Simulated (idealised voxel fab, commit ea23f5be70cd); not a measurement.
process module | voxel transistor to metal
cross-section cut | 195 nm wide | cells 5 nm
A cross-section is a grid of square cells, given in bands from the top down. A band is one or more rows of cells.
Each band's line starts with the height of the band's top and of its bottom, in nm. Then come its materials from left to right, each with its width in nm. One material with "throughout" fills the band from edge to edge. "air" is empty space.
Height 0 is the level under which the wafer as received is all one material. The lowest band goes on downwards, as in "0 down".
A width such as "30 to 40" changes by the same amount from each row of cells to the next, from the band's top row to its bottom row.
"no change" after a step means that no cell of the cross-section changed.
closed voids: empty space of 8 cells or more with no open way to the top, each as width x height at its distance from the left edge, in nm
after a step's settings: what the simulator itself notes on the step
overlay nm, on a step with a mask: how far to the right of its planned place the mask lay; to the left if negative
plan
1 op RECEIVE | material Si
2 op OXIDIZE | depth nm 5
3 op CONFORMAL_DEP | material SiN | thk nm 15
4 op MASKED_ETCH | tone cover | mask id ACTIVE | width nm 105 | etch materials SiN | depth nm 15 | overlay nm 0
5 op MASKED_ETCH | tone cover | mask id ACTIVE | width nm 105 | etch materials SiO2 | depth nm 5 | overlay nm 0
6 op MASKED_ETCH | tone cover | mask id ACTIVE | width nm 105 | etch materials Si | depth nm 20 | overlay nm 0
7 op FILL_DEP | material SiO2 | thk nm 5
8 op CMP | height nm 15
9 op SELECTIVE_ETCH | etch materials SiO2 | depth nm 5
10 op STRIP | etch materials SiN
11 op SELECTIVE_ETCH | etch materials SiO2 | depth nm 5
12 op OXIDIZE | depth nm 5
13 op DIRECTIONAL_DEP | material polySi | thk nm 25
14 op DIRECTIONAL_DEP | material SiCN | thk nm 10
15 op DIRECTIONAL_DEP | material aC | thk nm 15
16 op PATTERN | tone cover | mask id GATE | material resist | width nm 35 | thk nm 30 | overlay nm 0
17 op DIRECTIONAL_ETCH | etch materials aC | depth nm 15
18 op STRIP | etch materials resist
19 op DIRECTIONAL_ETCH | etch materials SiCN | depth nm 20
20 op DIRECTIONAL_ETCH | etch materials polySi | depth nm 35
21 op STRIP | etch materials aC
22 op CONFORMAL_DEP | material SiN | thk nm 5
23 op DIRECTIONAL_ETCH | etch materials SiN | depth nm 5
24 op DIRECTIONAL_ETCH | etch materials SiO2 | depth nm 5
25 op DIRECTIONAL_ETCH | etch materials Si | depth nm 5
26 op EPI | material pSi | thk nm 5
27 op FILL_DEP | material SiO2 | thk nm 5
28 op CMP | height nm 20
29 op STRIP | etch materials polySi
30 op SELECTIVE_ETCH | etch materials SiO2 | depth nm 5
31 op CONFORMAL_DEP | material HfO2 | thk nm 5
32 op CONFORMAL_DEP | material TiN | thk nm 5
33 op FILL_DEP | material W | thk nm 5
34 op CMP | height nm 15
35 op DIRECTIONAL_DEP | material SiO2 | thk nm 10
36 op PATTERN | tone open | mask id CONTACT | material resist | width nm 15 | pitch nm 80 | thk nm 20 | overlay nm 0
37 op DIRECTIONAL_ETCH | etch materials SiO2 | depth nm 35
38 op STRIP | etch materials resist
39 op CONFORMAL_DEP | material TiN | thk nm 5
40 op FILL_DEP | material Ru | thk nm 10
41 op CMP | height nm 25
42 op DIRECTIONAL_DEP | material TiN | thk nm 5
43 op DIRECTIONAL_DEP | material Ru | thk nm 25
44 op MASKED_ETCH | tone cover | mask id METAL_1 | width nm 15 | pitch nm 80 | etch materials Ru | depth nm 25 | overlay nm 0
45 op MASKED_ETCH | tone cover | mask id METAL_1 | width nm 15 | pitch nm 80 | etch materials TiN | depth nm 5 | overlay nm 0
46 op FILL_DEP | material SiO2 | thk nm 5
47 op CMP | height nm 55
48 op CONFORMAL_DEP | material SiN | thk nm 5
first wafer, as planned
as received, after step 1
  0 down: Si throughout
  closed voids: none
after step 2
  0 to -5: SiO2 throughout
  below -5: unchanged
after step 3
  15 to 0: SiN throughout
  below 0: unchanged
after step 4
  15 to 0: air 45 | SiN 105 | air 45
  below 0: unchanged
after step 5
  15 to 0: air 45 | SiN 105 | air 45
  0 to -5: air 45 | SiO2 105 | air 45
  below -5: unchanged
after step 6
  15 to 0: air 45 | SiN 105 | air 45
  0 to -5: air 45 | SiO2 105 | air 45
  -5 to -25: air 45 | Si 105 | air 45
  below -25: unchanged
after step 7
  20 to 15: SiO2 throughout
  15 to 0: SiO2 45 | SiN 105 | SiO2 45
  0 to -5: SiO2 throughout
  -5 to -25: SiO2 45 | Si 105 | SiO2 45
  below -25: unchanged
after step 8
  15 to 0: SiO2 45 | SiN 105 | SiO2 45
  below 0: unchanged
after step 9
  15 to 10: air 45 | SiN 105 | air 45
  below 10: unchanged
after step 10
  10 to 0: SiO2 45 | air 105 | SiO2 45
  below 0: unchanged
after step 11
  5 to -5: SiO2 40 | air 115 | SiO2 40
  below -5: unchanged
after step 12
  5 to -5: SiO2 40 | air 115 | SiO2 40
  -5 to -10: SiO2 throughout
  below -10: unchanged
after step 13
  30 to 20: polySi 40 | air 115 | polySi 40
  20 to 5: polySi throughout
  5 to -5: SiO2 40 | polySi 115 | SiO2 40
  below -5: unchanged
after step 14
  40 to 30: SiCN 40 | air 115 | SiCN 40
  30 to 20: polySi 40 | SiCN 115 | polySi 40
  below 20: unchanged
after step 15
  55 to 45: aC 40 | air 115 | aC 40
  45 to 40: aC throughout
  40 to 30: SiCN 40 | aC 115 | SiCN 40
  below 30: unchanged
after step 16
  85 to 55: air 80 | resist 35 | air 80
  55 to 45: aC 40 | air 40 | resist 35 | air 40 | aC 40
  below 45: unchanged
after step 17
  70 to 45: air 80 | resist 35 | air 80
  45 to 40: air 80 | aC 35 | air 80
  40 to 30: SiCN 40 | air 40 | aC 35 | air 40 | SiCN 40
  below 30: unchanged
after step 18
  45 to 40: air 80 | aC 35 | air 80
  below 40: unchanged
after step 19
  45 to 30: air 80 | aC 35 | air 80
  30 to 20: polySi 40 | air 40 | SiCN 35 | air 40 | polySi 40
  below 20: unchanged
after step 20
  45 to 30: air 80 | aC 35 | air 80
  30 to 20: air 80 | SiCN 35 | air 80
  20 to 5: air 80 | polySi 35 | air 80
  5 to -5: SiO2 40 | air 40 | polySi 35 | air 40 | SiO2 40
  below -5: unchanged
after step 21
  30 to 20: air 80 | SiCN 35 | air 80
  below 20: unchanged
after step 22
  35 to 30: air 75 | SiN 45 | air 75
  30 to 20: air 75 | SiN 5 | SiCN 35 | SiN 5 | air 75
  20 to 10: air 75 | SiN 5 | polySi 35 | SiN 5 | air 75
  10 to 5: SiN 45 | air 30 | SiN 5 | polySi 35 | SiN 5 | air 30 | SiN 45
  5 to 0: SiO2 40 | SiN 5 | air 30 | SiN 5 | polySi 35 | SiN 5 | air 30 | SiN 5 | SiO2 40
  0 to -5: SiO2 40 | SiN 40 | polySi 35 | SiN 40 | SiO2 40
  below -5: unchanged
after step 23
  30 to 20: air 75 | SiN 5 | SiCN 35 | SiN 5 | air 75
  20 to 5: air 75 | SiN 5 | polySi 35 | SiN 5 | air 75
  5 to -5: SiO2 40 | SiN 5 | air 30 | SiN 5 | polySi 35 | SiN 5 | air 30 | SiN 5 | SiO2 40
  below -5: unchanged
after step 24
  30 to 20: air 75 | SiN 5 | SiCN 35 | SiN 5 | air 75
  20 to 5: air 75 | SiN 5 | polySi 35 | SiN 5 | air 75
  5 to 0: air 40 | SiN 5 | air 30 | SiN 5 | polySi 35 | SiN 5 | air 30 | SiN 5 | air 40
  0 to -5: SiO2 40 | SiN 5 | air 30 | SiN 5 | polySi 35 | SiN 5 | air 30 | SiN 5 | SiO2 40
  -5 to -10: SiO2 45 | air 30 | SiO2 45 | air 30 | SiO2 45
  below -10: unchanged
after step 25
  30 to 20: air 75 | SiN 5 | SiCN 35 | SiN 5 | air 75
  20 to 5: air 75 | SiN 5 | polySi 35 | SiN 5 | air 75
  5 to 0: air 40 | SiN 5 | air 30 | SiN 5 | polySi 35 | SiN 5 | air 30 | SiN 5 | air 40
  0 to -5: SiO2 40 | SiN 5 | air 30 | SiN 5 | polySi 35 | SiN 5 | air 30 | SiN 5 | SiO2 40
  -5 to -10: SiO2 45 | air 30 | SiO2 45 | air 30 | SiO2 45
  -10 to -15: SiO2 45 | air 30 | Si 45 | air 30 | SiO2 45
  below -15: unchanged
after step 26
  30 to 20: air 75 | SiN 5 | SiCN 35 | SiN 5 | air 75
  20 to 5: air 75 | SiN 5 | polySi 35 | SiN 5 | air 75
  5 to 0: air 40 | SiN 5 | air 30 | SiN 5 | polySi 35 | SiN 5 | air 30 | SiN 5 | air 40
  0 to -5: SiO2 40 | SiN 5 | air 30 | SiN 5 | polySi 35 | SiN 5 | air 30 | SiN 5 | SiO2 40
  -5 to -10: SiO2 45 | air 25 | pSi 5 | SiO2 45 | pSi 5 | air 25 | SiO2 45
  -10 to -15: SiO2 45 | pSi 30 | Si 45 | pSi 30 | SiO2 45
  below -15: unchanged
after step 27
  35 to 30: SiO2 throughout
  30 to 20: SiO2 75 | SiN 5 | SiCN 35 | SiN 5 | SiO2 75
  20 to 5: SiO2 75 | SiN 5 | polySi 35 | SiN 5 | SiO2 75
  5 to -5: SiO2 40 | SiN 5 | SiO2 30 | SiN 5 | polySi 35 | SiN 5 | SiO2 30 | SiN 5 | SiO2 40
  -5 to -10: SiO2 70 | pSi 5 | SiO2 45 | pSi 5 | SiO2 70
  below -10: unchanged
after step 28
  20 to 5: SiO2 75 | SiN 5 | polySi 35 | SiN 5 | SiO2 75
  below 5: unchanged
after step 29
  20 to 5: SiO2 75 | SiN 5 | air 35 | SiN 5 | SiO2 75
  5 to -5: SiO2 40 | SiN 5 | SiO2 30 | SiN 5 | air 35 | SiN 5 | SiO2 30 | SiN 5 | SiO2 40
  below -5: unchanged
after step 30
  20 to 15: air 75 | SiN 5 | air 35 | SiN 5 | air 75
  15 to 5: SiO2 75 | SiN 5 | air 35 | SiN 5 | SiO2 75
  5 to -5: SiO2 40 | SiN 5 | SiO2 30 | SiN 5 | air 35 | SiN 5 | SiO2 30 | SiN 5 | SiO2 40
  -5 to -10: SiO2 70 | pSi 5 | air 45 | pSi 5 | SiO2 70
  below -10: unchanged
after step 31
  25 to 20: air 70 | HfO2 15 | air 25 | HfO2 15 | air 70
  20 to 15: HfO2 75 | SiN 5 | HfO2 5 | air 25 | HfO2 5 | SiN 5 | HfO2 75
  15 to 5: SiO2 75 | SiN 5 | HfO2 5 | air 25 | HfO2 5 | SiN 5 | SiO2 75
  5 to -5: SiO2 40 | SiN 5 | SiO2 30 | SiN 5 | HfO2 5 | air 25 | HfO2 5 | SiN 5 | SiO2 30 | SiN 5 | SiO2 40
  -5 to -10: SiO2 70 | pSi 5 | HfO2 45 | pSi 5 | SiO2 70
  below -10: unchanged
after step 32
  30 to 25: air 65 | TiN 25 | air 15 | TiN 25 | air 65
  25 to 20: TiN 70 | HfO2 15 | TiN 5 | air 15 | TiN 5 | HfO2 15 | TiN 70
  20 to 15: HfO2 75 | SiN 5 | HfO2 5 | TiN 5 | air 15 | TiN 5 | HfO2 5 | SiN 5 | HfO2 75
  15 to 5: SiO2 75 | SiN 5 | HfO2 5 | TiN 5 | air 15 | TiN 5 | HfO2 5 | SiN 5 | SiO2 75
  5 to 0: SiO2 40 | SiN 5 | SiO2 30 | SiN 5 | HfO2 5 | TiN 5 | air 15 | TiN 5 | HfO2 5 | SiN 5 | SiO2 30 | SiN 5 | SiO2 40
  0 to -5: SiO2 40 | SiN 5 | SiO2 30 | SiN 5 | HfO2 5 | TiN 25 | HfO2 5 | SiN 5 | SiO2 30 | SiN 5 | SiO2 40
  below -5: unchanged
after step 33
  35 to 30: W throughout
  30 to 25: W 65 | TiN 25 | W 15 | TiN 25 | W 65
  25 to 20: TiN 70 | HfO2 15 | TiN 5 | W 15 | TiN 5 | HfO2 15 | TiN 70
  20 to 15: HfO2 75 | SiN 5 | HfO2 5 | TiN 5 | W 15 | TiN 5 | HfO2 5 | SiN 5 | HfO2 75
  15 to 5: SiO2 75 | SiN 5 | HfO2 5 | TiN 5 | W 15 | TiN 5 | HfO2 5 | SiN 5 | SiO2 75
  5 to 0: SiO2 40 | SiN 5 | SiO2 30 | SiN 5 | HfO2 5 | TiN 5 | W 15 | TiN 5 | HfO2 5 | SiN 5 | SiO2 30 | SiN 5 | SiO2 40
  below 0: unchanged
after step 34
  15 to 5: SiO2 75 | SiN 5 | HfO2 5 | TiN 5 | W 15 | TiN 5 | HfO2 5 | SiN 5 | SiO2 75
  below 5: unchanged
after step 35
  25 to 15: SiO2 throughout
  below 15: unchanged
after step 36
  45 to 25: resist 50 | air 15 | resist 65 | air 15 | resist 50
  below 25: unchanged
after step 37
  45 to 25: resist 50 | air 15 | resist 65 | air 15 | resist 50
  25 to 15: SiO2 50 | air 15 | SiO2 65 | air 15 | SiO2 50
  15 to 5: SiO2 50 | air 15 | SiO2 10 | SiN 5 | HfO2 5 | TiN 5 | W 15 | TiN 5 | HfO2 5 | SiN 5 | SiO2 10 | air 15 | SiO2 50
  5 to 0: SiO2 40 | SiN 5 | SiO2 5 | air 15 | SiO2 10 | SiN 5 | HfO2 5 | TiN 5 | W 15 | TiN 5 | HfO2 5 | SiN 5 | SiO2 10 | air 15 | SiO2 5 | SiN 5 | SiO2 40
  0 to -5: SiO2 40 | SiN 5 | SiO2 5 | air 15 | SiO2 10 | SiN 5 | HfO2 5 | TiN 25 | HfO2 5 | SiN 5 | SiO2 10 | air 15 | SiO2 5 | SiN 5 | SiO2 40
  -5 to -10: SiO2 50 | air 15 | SiO2 5 | pSi 5 | HfO2 45 | pSi 5 | SiO2 5 | air 15 | SiO2 50
  below -10: unchanged
after step 38
  25 to 15: SiO2 50 | air 15 | SiO2 65 | air 15 | SiO2 50
  below 15: unchanged
after step 39
  30 to 25: TiN 55 | air 5 | TiN 75 | air 5 | TiN 55
  25 to 15: SiO2 50 | TiN 5 | air 5 | TiN 5 | SiO2 65 | TiN 5 | air 5 | TiN 5 | SiO2 50
  15 to 5: SiO2 50 | TiN 5 | air 5 | TiN 5 | SiO2 10 | SiN 5 | HfO2 5 | TiN 5 | W 15 | TiN 5 | HfO2 5 | SiN 5 | SiO2 10 | TiN 5 | air 5 | TiN 5 | SiO2 50
  5 to 0: SiO2 40 | SiN 5 | SiO2 5 | TiN 5 | air 5 | TiN 5 | SiO2 10 | SiN 5 | HfO2 5 | TiN 5 | W 15 | TiN 5 | HfO2 5 | SiN 5 | SiO2 10 | TiN 5 | air 5 | TiN 5 | SiO2 5 | SiN 5 | SiO2 40
  0 to -5: SiO2 40 | SiN 5 | SiO2 5 | TiN 5 | air 5 | TiN 5 | SiO2 10 | SiN 5 | HfO2 5 | TiN 25 | HfO2 5 | SiN 5 | SiO2 10 | TiN 5 | air 5 | TiN 5 | SiO2 5 | SiN 5 | SiO2 40
  -5 to -10: SiO2 50 | TiN 15 | SiO2 5 | pSi 5 | HfO2 45 | pSi 5 | SiO2 5 | TiN 15 | SiO2 50
  below -10: unchanged
after step 40
  40 to 30: Ru throughout
  30 to 25: TiN 55 | Ru 5 | TiN 75 | Ru 5 | TiN 55
  25 to 15: SiO2 50 | TiN 5 | Ru 5 | TiN 5 | SiO2 65 | TiN 5 | Ru 5 | TiN 5 | SiO2 50
  15 to 5: SiO2 50 | TiN 5 | Ru 5 | TiN 5 | SiO2 10 | SiN 5 | HfO2 5 | TiN 5 | W 15 | TiN 5 | HfO2 5 | SiN 5 | SiO2 10 | TiN 5 | Ru 5 | TiN 5 | SiO2 50
  5 to 0: SiO2 40 | SiN 5 | SiO2 5 | TiN 5 | Ru 5 | TiN 5 | SiO2 10 | SiN 5 | HfO2 5 | TiN 5 | W 15 | TiN 5 | HfO2 5 | SiN 5 | SiO2 10 | TiN 5 | Ru 5 | TiN 5 | SiO2 5 | SiN 5 | SiO2 40
  0 to -5: SiO2 40 | SiN 5 | SiO2 5 | TiN 5 | Ru 5 | TiN 5 | SiO2 10 | SiN 5 | HfO2 5 | TiN 25 | HfO2 5 | SiN 5 | SiO2 10 | TiN 5 | Ru 5 | TiN 5 | SiO2 5 | SiN 5 | SiO2 40
  below -5: unchanged
after step 41
  25 to 15: SiO2 50 | TiN 5 | Ru 5 | TiN 5 | SiO2 65 | TiN 5 | Ru 5 | TiN 5 | SiO2 50
  below 15: unchanged
after step 42
  30 to 25: TiN throughout
  below 25: unchanged
after step 43
  55 to 30: Ru throughout
  below 30: unchanged
after step 44
  55 to 30: air 50 | Ru 15 | air 65 | Ru 15 | air 50
  below 30: unchanged
after step 45
  55 to 30: air 50 | Ru 15 | air 65 | Ru 15 | air 50
  30 to 25: air 50 | TiN 15 | air 65 | TiN 15 | air 50
  below 25: unchanged
after step 46
  60 to 55: SiO2 throughout
  55 to 30: SiO2 50 | Ru 15 | SiO2 65 | Ru 15 | SiO2 50
  30 to 25: SiO2 50 | TiN 15 | SiO2 65 | TiN 15 | SiO2 50
  below 25: unchanged
after step 47
  55 to 30: SiO2 50 | Ru 15 | SiO2 65 | Ru 15 | SiO2 50
  below 30: unchanged
after step 48
  60 to 55: SiN throughout
  below 55: unchanged
second wafer: like start, like plan, one mistake. Through step 5 it matches the first wafer
when step 6 should have ended
  15 to 0: air 45 | SiN 105 | air 45
  0 to -5: air 45 | SiO2 105 | air 45
  -5 to -45: air 45 | Si 105 | air 45
  below -45: unchanged
when step 7 should have ended
  20 to 15: SiO2 throughout
  15 to 0: SiO2 45 | SiN 105 | SiO2 45
  0 to -5: SiO2 throughout
  -5 to -45: SiO2 45 | Si 105 | SiO2 45
  below -45: unchanged
when step 8 should have ended
  15 to 0: SiO2 45 | SiN 105 | SiO2 45
  below 0: unchanged
when step 9 should have ended
  15 to 10: air 45 | SiN 105 | air 45
  below 10: unchanged
when step 10 should have ended
  10 to 0: SiO2 45 | air 105 | SiO2 45
  below 0: unchanged
when step 11 should have ended
  5 to -5: SiO2 40 | air 115 | SiO2 40
  below -5: unchanged
when step 12 should have ended
  5 to -5: SiO2 40 | air 115 | SiO2 40
  -5 to -10: SiO2 throughout
  below -10: unchanged
when step 13 should have ended
  30 to 20: polySi 40 | air 115 | polySi 40
  20 to 5: polySi throughout
  5 to -5: SiO2 40 | polySi 115 | SiO2 40
  below -5: unchanged
when step 14 should have ended
  40 to 30: SiCN 40 | air 115 | SiCN 40
  30 to 20: polySi 40 | SiCN 115 | polySi 40
  below 20: unchanged
when step 15 should have ended
  55 to 45: aC 40 | air 115 | aC 40
  45 to 40: aC throughout
  40 to 30: SiCN 40 | aC 115 | SiCN 40
  below 30: unchanged
when step 16 should have ended
  85 to 55: air 80 | resist 35 | air 80
  55 to 45: aC 40 | air 40 | resist 35 | air 40 | aC 40
  below 45: unchanged
when step 17 should have ended
  70 to 45: air 80 | resist 35 | air 80
  45 to 40: air 80 | aC 35 | air 80
  40 to 30: SiCN 40 | air 40 | aC 35 | air 40 | SiCN 40
  below 30: unchanged
when step 18 should have ended
  45 to 40: air 80 | aC 35 | air 80
  below 40: unchanged
when step 19 should have ended
  45 to 30: air 80 | aC 35 | air 80
  30 to 20: polySi 40 | air 40 | SiCN 35 | air 40 | polySi 40
  below 20: unchanged
when step 20 should have ended
  45 to 30: air 80 | aC 35 | air 80
  30 to 20: air 80 | SiCN 35 | air 80
  20 to 5: air 80 | polySi 35 | air 80
  5 to -5: SiO2 40 | air 40 | polySi 35 | air 40 | SiO2 40
  below -5: unchanged
when step 21 should have ended
  30 to 20: air 80 | SiCN 35 | air 80
  below 20: unchanged
when step 22 should have ended
  35 to 30: air 75 | SiN 45 | air 75
  30 to 20: air 75 | SiN 5 | SiCN 35 | SiN 5 | air 75
  20 to 10: air 75 | SiN 5 | polySi 35 | SiN 5 | air 75
  10 to 5: SiN 45 | air 30 | SiN 5 | polySi 35 | SiN 5 | air 30 | SiN 45
  5 to 0: SiO2 40 | SiN 5 | air 30 | SiN 5 | polySi 35 | SiN 5 | air 30 | SiN 5 | SiO2 40
  0 to -5: SiO2 40 | SiN 40 | polySi 35 | SiN 40 | SiO2 40
  below -5: unchanged
when step 23 should have ended
  30 to 20: air 75 | SiN 5 | SiCN 35 | SiN 5 | air 75
  20 to 5: air 75 | SiN 5 | polySi 35 | SiN 5 | air 75
  5 to -5: SiO2 40 | SiN 5 | air 30 | SiN 5 | polySi 35 | SiN 5 | air 30 | SiN 5 | SiO2 40
  below -5: unchanged
when step 24 should have ended
  30 to 20: air 75 | SiN 5 | SiCN 35 | SiN 5 | air 75
  20 to 5: air 75 | SiN 5 | polySi 35 | SiN 5 | air 75
  5 to 0: air 40 | SiN 5 | air 30 | SiN 5 | polySi 35 | SiN 5 | air 30 | SiN 5 | air 40
  0 to -5: SiO2 40 | SiN 5 | air 30 | SiN 5 | polySi 35 | SiN 5 | air 30 | SiN 5 | SiO2 40
  -5 to -10: SiO2 45 | air 30 | SiO2 45 | air 30 | SiO2 45
  below -10: unchanged
when step 25 should have ended
  30 to 20: air 75 | SiN 5 | SiCN 35 | SiN 5 | air 75
  20 to 5: air 75 | SiN 5 | polySi 35 | SiN 5 | air 75
  5 to 0: air 40 | SiN 5 | air 30 | SiN 5 | polySi 35 | SiN 5 | air 30 | SiN 5 | air 40
  0 to -5: SiO2 40 | SiN 5 | air 30 | SiN 5 | polySi 35 | SiN 5 | air 30 | SiN 5 | SiO2 40
  -5 to -10: SiO2 45 | air 30 | SiO2 45 | air 30 | SiO2 45
  -10 to -15: SiO2 45 | air 30 | Si 45 | air 30 | SiO2 45
  below -15: unchanged
when step 26 should have ended
  30 to 20: air 75 | SiN 5 | SiCN 35 | SiN 5 | air 75
  20 to 5: air 75 | SiN 5 | polySi 35 | SiN 5 | air 75
  5 to 0: air 40 | SiN 5 | air 30 | SiN 5 | polySi 35 | SiN 5 | air 30 | SiN 5 | air 40
  0 to -5: SiO2 40 | SiN 5 | air 30 | SiN 5 | polySi 35 | SiN 5 | air 30 | SiN 5 | SiO2 40
  -5 to -10: SiO2 45 | air 25 | pSi 5 | SiO2 45 | pSi 5 | air 25 | SiO2 45
  -10 to -15: SiO2 45 | pSi 30 | Si 45 | pSi 30 | SiO2 45
  below -15: unchanged
when step 27 should have ended
  35 to 30: SiO2 throughout
  30 to 20: SiO2 75 | SiN 5 | SiCN 35 | SiN 5 | SiO2 75
  20 to 5: SiO2 75 | SiN 5 | polySi 35 | SiN 5 | SiO2 75
  5 to -5: SiO2 40 | SiN 5 | SiO2 30 | SiN 5 | polySi 35 | SiN 5 | SiO2 30 | SiN 5 | SiO2 40
  -5 to -10: SiO2 70 | pSi 5 | SiO2 45 | pSi 5 | SiO2 70
  below -10: unchanged
when step 28 should have ended
  20 to 5: SiO2 75 | SiN 5 | polySi 35 | SiN 5 | SiO2 75
  below 5: unchanged
when step 29 should have ended
  20 to 5: SiO2 75 | SiN 5 | air 35 | SiN 5 | SiO2 75
  5 to -5: SiO2 40 | SiN 5 | SiO2 30 | SiN 5 | air 35 | SiN 5 | SiO2 30 | SiN 5 | SiO2 40
  below -5: unchanged
when step 30 should have ended
  20 to 15: air 75 | SiN 5 | air 35 | SiN 5 | air 75
  15 to 5: SiO2 75 | SiN 5 | air 35 | SiN 5 | SiO2 75
  5 to -5: SiO2 40 | SiN 5 | SiO2 30 | SiN 5 | air 35 | SiN 5 | SiO2 30 | SiN 5 | SiO2 40
  -5 to -10: SiO2 70 | pSi 5 | air 45 | pSi 5 | SiO2 70
  below -10: unchanged
when step 31 should have ended
  25 to 20: air 70 | HfO2 15 | air 25 | HfO2 15 | air 70
  20 to 15: HfO2 75 | SiN 5 | HfO2 5 | air 25 | HfO2 5 | SiN 5 | HfO2 75
  15 to 5: SiO2 75 | SiN 5 | HfO2 5 | air 25 | HfO2 5 | SiN 5 | SiO2 75
  5 to -5: SiO2 40 | SiN 5 | SiO2 30 | SiN 5 | HfO2 5 | air 25 | HfO2 5 | SiN 5 | SiO2 30 | SiN 5 | SiO2 40
  -5 to -10: SiO2 70 | pSi 5 | HfO2 45 | pSi 5 | SiO2 70
  below -10: unchanged
when step 32 should have ended
  30 to 25: air 65 | TiN 25 | air 15 | TiN 25 | air 65
  25 to 20: TiN 70 | HfO2 15 | TiN 5 | air 15 | TiN 5 | HfO2 15 | TiN 70
  20 to 15: HfO2 75 | SiN 5 | HfO2 5 | TiN 5 | air 15 | TiN 5 | HfO2 5 | SiN 5 | HfO2 75
  15 to 5: SiO2 75 | SiN 5 | HfO2 5 | TiN 5 | air 15 | TiN 5 | HfO2 5 | SiN 5 | SiO2 75
  5 to 0: SiO2 40 | SiN 5 | SiO2 30 | SiN 5 | HfO2 5 | TiN 5 | air 15 | TiN 5 | HfO2 5 | SiN 5 | SiO2 30 | SiN 5 | SiO2 40
  0 to -5: SiO2 40 | SiN 5 | SiO2 30 | SiN 5 | HfO2 5 | TiN 25 | HfO2 5 | SiN 5 | SiO2 30 | SiN 5 | SiO2 40
  below -5: unchanged
when step 33 should have ended
  35 to 30: W throughout
  30 to 25: W 65 | TiN 25 | W 15 | TiN 25 | W 65
  25 to 20: TiN 70 | HfO2 15 | TiN 5 | W 15 | TiN 5 | HfO2 15 | TiN 70
  20 to 15: HfO2 75 | SiN 5 | HfO2 5 | TiN 5 | W 15 | TiN 5 | HfO2 5 | SiN 5 | HfO2 75
  15 to 5: SiO2 75 | SiN 5 | HfO2 5 | TiN 5 | W 15 | TiN 5 | HfO2 5 | SiN 5 | SiO2 75
  5 to 0: SiO2 40 | SiN 5 | SiO2 30 | SiN 5 | HfO2 5 | TiN 5 | W 15 | TiN 5 | HfO2 5 | SiN 5 | SiO2 30 | SiN 5 | SiO2 40
  below 0: unchanged
when step 34 should have ended
  15 to 5: SiO2 75 | SiN 5 | HfO2 5 | TiN 5 | W 15 | TiN 5 | HfO2 5 | SiN 5 | SiO2 75
  below 5: unchanged
when step 35 should have ended
  25 to 15: SiO2 throughout
  below 15: unchanged
when step 36 should have ended
  45 to 25: resist 50 | air 15 | resist 65 | air 15 | resist 50
  below 25: unchanged
when step 37 should have ended
  45 to 25: resist 50 | air 15 | resist 65 | air 15 | resist 50
  25 to 15: SiO2 50 | air 15 | SiO2 65 | air 15 | SiO2 50
  15 to 5: SiO2 50 | air 15 | SiO2 10 | SiN 5 | HfO2 5 | TiN 5 | W 15 | TiN 5 | HfO2 5 | SiN 5 | SiO2 10 | air 15 | SiO2 50
  5 to 0: SiO2 40 | SiN 5 | SiO2 5 | air 15 | SiO2 10 | SiN 5 | HfO2 5 | TiN 5 | W 15 | TiN 5 | HfO2 5 | SiN 5 | SiO2 10 | air 15 | SiO2 5 | SiN 5 | SiO2 40
  0 to -5: SiO2 40 | SiN 5 | SiO2 5 | air 15 | SiO2 10 | SiN 5 | HfO2 5 | TiN 25 | HfO2 5 | SiN 5 | SiO2 10 | air 15 | SiO2 5 | SiN 5 | SiO2 40
  -5 to -10: SiO2 50 | air 15 | SiO2 5 | pSi 5 | HfO2 45 | pSi 5 | SiO2 5 | air 15 | SiO2 50
  below -10: unchanged
when step 38 should have ended
  25 to 15: SiO2 50 | air 15 | SiO2 65 | air 15 | SiO2 50
  below 15: unchanged
when step 39 should have ended
  30 to 25: TiN 55 | air 5 | TiN 75 | air 5 | TiN 55
  25 to 15: SiO2 50 | TiN 5 | air 5 | TiN 5 | SiO2 65 | TiN 5 | air 5 | TiN 5 | SiO2 50
  15 to 5: SiO2 50 | TiN 5 | air 5 | TiN 5 | SiO2 10 | SiN 5 | HfO2 5 | TiN 5 | W 15 | TiN 5 | HfO2 5 | SiN 5 | SiO2 10 | TiN 5 | air 5 | TiN 5 | SiO2 50
  5 to 0: SiO2 40 | SiN 5 | SiO2 5 | TiN 5 | air 5 | TiN 5 | SiO2 10 | SiN 5 | HfO2 5 | TiN 5 | W 15 | TiN 5 | HfO2 5 | SiN 5 | SiO2 10 | TiN 5 | air 5 | TiN 5 | SiO2 5 | SiN 5 | SiO2 40
  0 to -5: SiO2 40 | SiN 5 | SiO2 5 | TiN 5 | air 5 | TiN 5 | SiO2 10 | SiN 5 | HfO2 5 | TiN 25 | HfO2 5 | SiN 5 | SiO2 10 | TiN 5 | air 5 | TiN 5 | SiO2 5 | SiN 5 | SiO2 40
  -5 to -10: SiO2 50 | TiN 15 | SiO2 5 | pSi 5 | HfO2 45 | pSi 5 | SiO2 5 | TiN 15 | SiO2 50
  below -10: unchanged
when step 40 should have ended
  40 to 30: Ru throughout
  30 to 25: TiN 55 | Ru 5 | TiN 75 | Ru 5 | TiN 55
  25 to 15: SiO2 50 | TiN 5 | Ru 5 | TiN 5 | SiO2 65 | TiN 5 | Ru 5 | TiN 5 | SiO2 50
  15 to 5: SiO2 50 | TiN 5 | Ru 5 | TiN 5 | SiO2 10 | SiN 5 | HfO2 5 | TiN 5 | W 15 | TiN 5 | HfO2 5 | SiN 5 | SiO2 10 | TiN 5 | Ru 5 | TiN 5 | SiO2 50
  5 to 0: SiO2 40 | SiN 5 | SiO2 5 | TiN 5 | Ru 5 | TiN 5 | SiO2 10 | SiN 5 | HfO2 5 | TiN 5 | W 15 | TiN 5 | HfO2 5 | SiN 5 | SiO2 10 | TiN 5 | Ru 5 | TiN 5 | SiO2 5 | SiN 5 | SiO2 40
  0 to -5: SiO2 40 | SiN 5 | SiO2 5 | TiN 5 | Ru 5 | TiN 5 | SiO2 10 | SiN 5 | HfO2 5 | TiN 25 | HfO2 5 | SiN 5 | SiO2 10 | TiN 5 | Ru 5 | TiN 5 | SiO2 5 | SiN 5 | SiO2 40
  below -5: unchanged
when step 41 should have ended
  25 to 15: SiO2 50 | TiN 5 | Ru 5 | TiN 5 | SiO2 65 | TiN 5 | Ru 5 | TiN 5 | SiO2 50
  below 15: unchanged
when step 42 should have ended
  30 to 25: TiN throughout
  below 25: unchanged
when step 43 should have ended
  55 to 30: Ru throughout
  below 30: unchanged
when step 44 should have ended
  55 to 30: air 50 | Ru 15 | air 65 | Ru 15 | air 50
  below 30: unchanged
when step 45 should have ended
  55 to 30: air 50 | Ru 15 | air 65 | Ru 15 | air 50
  30 to 25: air 50 | TiN 15 | air 65 | TiN 15 | air 50
  below 25: unchanged
when step 46 should have ended
  60 to 55: SiO2 throughout
  55 to 30: SiO2 50 | Ru 15 | SiO2 65 | Ru 15 | SiO2 50
  30 to 25: SiO2 50 | TiN 15 | SiO2 65 | TiN 15 | SiO2 50
  below 25: unchanged
when step 47 should have ended
  55 to 30: SiO2 50 | Ru 15 | SiO2 65 | Ru 15 | SiO2 50
  below 30: unchanged
when step 48 should have ended
  60 to 55: SiN throughout
  below 55: unchanged
what went wrong: step 6 was run twice
at the end the second wafer has, in cells: 72 fewer of Si | 72 more of SiO2
